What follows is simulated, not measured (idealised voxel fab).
Process module, titled voxel capacitor over wiring
Each square cell in cross-section cut measures 5 nm, and the section as a whole is 255 nm wide.
Cross-section = grid of square cells, listed top down in bands; band = one or more rows. Within each band entry, the heights of the top and of the bottom of the band appear first, in that order and in nm; the materials of the band then follow from left to right, each with its corresponding width in nm. The designation "all across" on a single material indicates that it fills the band from edge to edge; the designation "empty" indicates empty space. Measure heights from 0. That's the level where, below it, the as-received wafer is all one material. The lowest band is bottomless and extends downward; write it as in "0 -> down". It should be noted that a width expressed as "30..40" varies in equal increments from row to row of cells within the band, taking the value of the first number at the top row and that of the second number at the bottom row. Where a step carries "no modification", the cross-section came out of it unchanged, cell for cell. In the "Enclosed internal voids" entry, you get each enclosed empty space of 8 cells or more, one with no open way to the top, written width x height at distance, distance from the left edge, in nm. The remark found on a step's line after its settings is issued by the simulator itself and pertains to that step. overlay nm: for a step with a mask, the amount by which the mask lay right of where it was planned; a negative amount means left of it.

### List of planned process steps
1 RECEIVE | material Si
2 CONFORMAL_DEP | material SiO2 | thk nm 10
3 CONFORMAL_DEP | material SiCN | thk nm 5
4 DIRECTIONAL_DEP | material lowk | thk nm 20
5 DIRECTIONAL_DEP | material aC | thk nm 10
6 PATTERN | tone open | mask id METAL_1 | material resist | width nm 30 | pitch nm 80 | thk nm 25 | overlay nm 0
7 DIRECTIONAL_ETCH | etch materials aC | depth nm 10
8 STRIP | etch materials resist
9 DIRECTIONAL_ETCH | etch materials lowk | depth nm 20
10 DIRECTIONAL_ETCH | etch materials SiCN | depth nm 5
11 STRIP | etch materials aC
12 CONFORMAL_DEP | material TiN | thk nm 5
13 FILL_DEP | material Cu | thk nm 5
14 CMP | height nm 35
15 CONFORMAL_DEP | material SiCN | thk nm 5
16 DIRECTIONAL_DEP | material lowk | thk nm 10
17 MASKED_ETCH | tone open | mask id PLUG_1 | width nm 15 | etch materials lowk | depth nm 10 | overlay nm 0
18 MASKED_ETCH | tone open | mask id PLUG_1 | width nm 15 | etch materials SiCN | depth nm 5 | overlay nm 0
19 EPI | material Ru | thk nm 10
20 EPI | material Ru | thk nm 5
21 DIRECTIONAL_DEP | material TiN | thk nm 10
22 DIRECTIONAL_DEP | material Al2O3 | thk nm 5
23 DIRECTIONAL_DEP | material TiN | thk nm 10
24 PATTERN | tone cover | mask id UPPER_PLATE | material resist | width nm 55 | thk nm 20 | overlay nm 0
25 DIRECTIONAL_ETCH | etch materials TiN | depth nm 10
26 DIRECTIONAL_ETCH | etch materials Al2O3 | depth nm 5
27 STRIP | etch materials resist
28 MASKED_ETCH | tone cover | mask id LOWER_PLATE | width nm 65 | etch materials TiN | depth nm 10 | overlay nm 0
29 FILL_DEP | material SiO2 | thk nm 15
30 CMP | height nm 85
31 MASKED_ETCH | tone open | mask id PLUG_2 | width nm 15 | etch materials SiO2 | depth nm 10 | overlay nm 0
32 CONFORMAL_DEP | material TiN | thk nm 5
33 FILL_DEP | material Ru | thk nm 5
34 CMP | height nm 85
35 CONFORMAL_DEP | material SiN | thk nm 5

### As-received wafer cross-section (after step 1)
* 0 -> down  Si all across
* Enclosed internal voids: none

### Here's the wafer cut in cross-section after the module, started and planned just like above, except one thing was done wrong in the run
* 90 -> 85  SiN all across
* 85 -> 80  SiO2 95, TiN 5, Ru 5, TiN 5, SiO2 145
* 80 -> 75  SiO2 95, TiN 15, SiO2 145
* 75 -> 65  SiO2 85, TiN 55, SiO2 115
* 65 -> 60  SiO2 85, Al2O3 55, SiO2 115
* 60 -> 50  SiO2 80, TiN 65, SiO2 110
* 50 -> 40  lowk 85, Ru 15, lowk 155
* 40 -> 35  SiCN 85, Ru 15, SiCN 155
* 35 -> 15  lowk 75, TiN 5, Cu 20, TiN 5, lowk 50, TiN 5, Cu 20, TiN 5, lowk 70
* 15 -> 10  SiCN 75, TiN 30, SiCN 50, TiN 30, SiCN 70
* 10 -> 0  SiO2 all across
* 0 -> down  Si all across
* Enclosed internal voids: none
Against the plan, the run slipped here: planned and actual differ for step 6; actual: PATTERN | tone open | mask id METAL_1 | material resist | width nm 30 | pitch nm 80 | thk nm 25 | overlay nm 5
